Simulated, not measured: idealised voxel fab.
process module | voxel capacitor over wiring
cross-section cut | 195 nm wide | cells 5 nm
A cross-section is a grid of square cells, given in bands from the top down. A band is one or more rows of cells.
Each band's line starts with the height of the band's top and of its bottom, in nm. Then come its materials from left to right, each with its width in nm. One material with "throughout" fills the band from edge to edge. "air" is empty space.
Height 0 is the level under which the wafer as received is all one material. The lowest band goes on downwards, as in "0 down".
A width such as "30 to 40" changes by the same amount from each row of cells to the next, from the band's top row to its bottom row.
"no change" after a step means that no cell of the cross-section changed.
closed voids: empty space of 8 cells or more with no open way to the top, each as width x height at its distance from the left edge, in nm
after a step's settings: what the simulator itself notes on the step
overlay nm, on a step with a mask: how far to the right of its planned place the mask lay; to the left if negative
plan
1 op RECEIVE | material Si
2 op CONFORMAL_DEP | material SiO2 | thk nm 15
3 op DIRECTIONAL_DEP | material TiN | thk nm 5
4 op DIRECTIONAL_DEP | material W | thk nm 15
5 op DIRECTIONAL_DEP | material aC | thk nm 15
6 op PATTERN | tone cover | mask id METAL_1 | material resist | width nm 20 | pitch nm 75 | thk nm 35 | overlay nm 0
7 op DIRECTIONAL_ETCH | etch materials aC | depth nm 15
8 op STRIP | etch materials resist
9 op DIRECTIONAL_ETCH | etch materials W | depth nm 15
10 op DIRECTIONAL_ETCH | etch materials TiN | depth nm 5
11 op STRIP | etch materials aC
12 op CONFORMAL_DEP | material SiCN | thk nm 5
13 op FILL_DEP | material lowk | thk nm 5
14 op CMP | height nm 35
15 op CONFORMAL_DEP | material SiCN | thk nm 5
16 op DIRECTIONAL_DEP | material lowk | thk nm 10
17 op DIRECTIONAL_DEP | material aC | thk nm 15
18 op PATTERN | tone open | mask id PLUG_1 | material resist | width nm 15 | thk nm 35 | overlay nm 0
19 op DIRECTIONAL_ETCH | etch materials aC | depth nm 15
20 op STRIP | etch materials resist
21 op DIRECTIONAL_ETCH | etch materials lowk | depth nm 10
22 op DIRECTIONAL_ETCH | etch materials SiCN | depth nm 5
23 op STRIP | etch materials aC
24 op EPI | material Ru | thk nm 10
25 op EPI | material Ru | thk nm 5
26 op DIRECTIONAL_DEP | material TiN | thk nm 5
27 op DIRECTIONAL_DEP | material Al2O3 | thk nm 5
28 op DIRECTIONAL_DEP | material TiN | thk nm 10
29 op MASKED_ETCH | tone cover | mask id UPPER_PLATE | width nm 60 | etch materials TiN | depth nm 10 | overlay nm 0
30 op MASKED_ETCH | tone cover | mask id UPPER_PLATE | width nm 60 | etch materials Al2O3 | depth nm 5 | overlay nm 0
31 op DIRECTIONAL_DEP | material aC | thk nm 15
32 op PATTERN | tone cover | mask id LOWER_PLATE | material resist | width nm 70 | thk nm 30 | overlay nm 0
33 op DIRECTIONAL_ETCH | etch materials aC | depth nm 15
34 op STRIP | etch materials resist
35 op DIRECTIONAL_ETCH | etch materials TiN | depth nm 5
36 op STRIP | etch materials aC
37 op FILL_DEP | material SiO2 | thk nm 20
38 op CMP | height nm 85
39 op MASKED_ETCH | tone open | mask id PLUG_2 | width nm 15 | etch materials SiO2 | depth nm 15 | overlay nm 0
40 op CONFORMAL_DEP | material TiN | thk nm 5
41 op FILL_DEP | material Cu | thk nm 5
42 op CMP | height nm 85
43 op CONFORMAL_DEP | material SiCN | thk nm 5
as received, after step 1
  0 down: Si throughout
  closed voids: none
first wafer at the end, as planned
  90 to 85: SiCN throughout
  85 to 75: SiO2 65 | TiN 5 | Cu 5 | TiN 5 | SiO2 115
  75 to 70: SiO2 65 | TiN 15 | SiO2 115
  70 to 60: SiO2 55 | TiN 60 | SiO2 80
  60 to 55: SiO2 55 | Al2O3 60 | SiO2 80
  55 to 50: SiO2 50 | TiN 70 | SiO2 75
  50 to 40: lowk 55 | Ru 15 | lowk 125
  40 to 35: SiCN 55 | Ru 15 | SiCN 125
  35 to 20: lowk 45 | SiCN 5 | W 20 | SiCN 5 | lowk 45 | SiCN 5 | W 20 | SiCN 5 | lowk 45
  20 to 15: SiCN 50 | TiN 20 | SiCN 55 | TiN 20 | SiCN 50
  15 to 0: SiO2 throughout
  0 down: Si throughout
  closed voids: none
second wafer at the end: like start, like plan, one mistake
  90 to 85: SiCN throughout
  85 to 75: SiO2 65 | TiN 5 | Cu 5 | TiN 5 | SiO2 115
  75 to 70: SiO2 65 | TiN 15 | SiO2 115
  70 to 60: SiO2 55 | TiN 60 | SiO2 80
  60 to 55: SiO2 45 | Al2O3 70 | SiO2 80
  55 to 50: SiO2 45 | TiN 75 | SiO2 75
  50 to 40: lowk 55 | Ru 15 | lowk 125
  40 to 35: SiCN 55 | Ru 15 | SiCN 125
  35 to 20: lowk 45 | SiCN 5 | W 20 | SiCN 5 | lowk 45 | SiCN 5 | W 20 | SiCN 5 | lowk 45
  20 to 15: SiCN 50 | TiN 20 | SiCN 55 | TiN 20 | SiCN 50
  15 to 0: SiO2 throughout
  0 down: Si throughout
  closed voids: none
what went wrong: step 30 ran as: op MASKED_ETCH | tone cover | mask id UPPER_PLATE | width nm 60 | etch materials Al2O3 | depth nm 5 | overlay nm -10
at the end the second wafer has, in cells: 2 more of Al2O3 | 3 fewer of SiO2 | 1 more of TiN
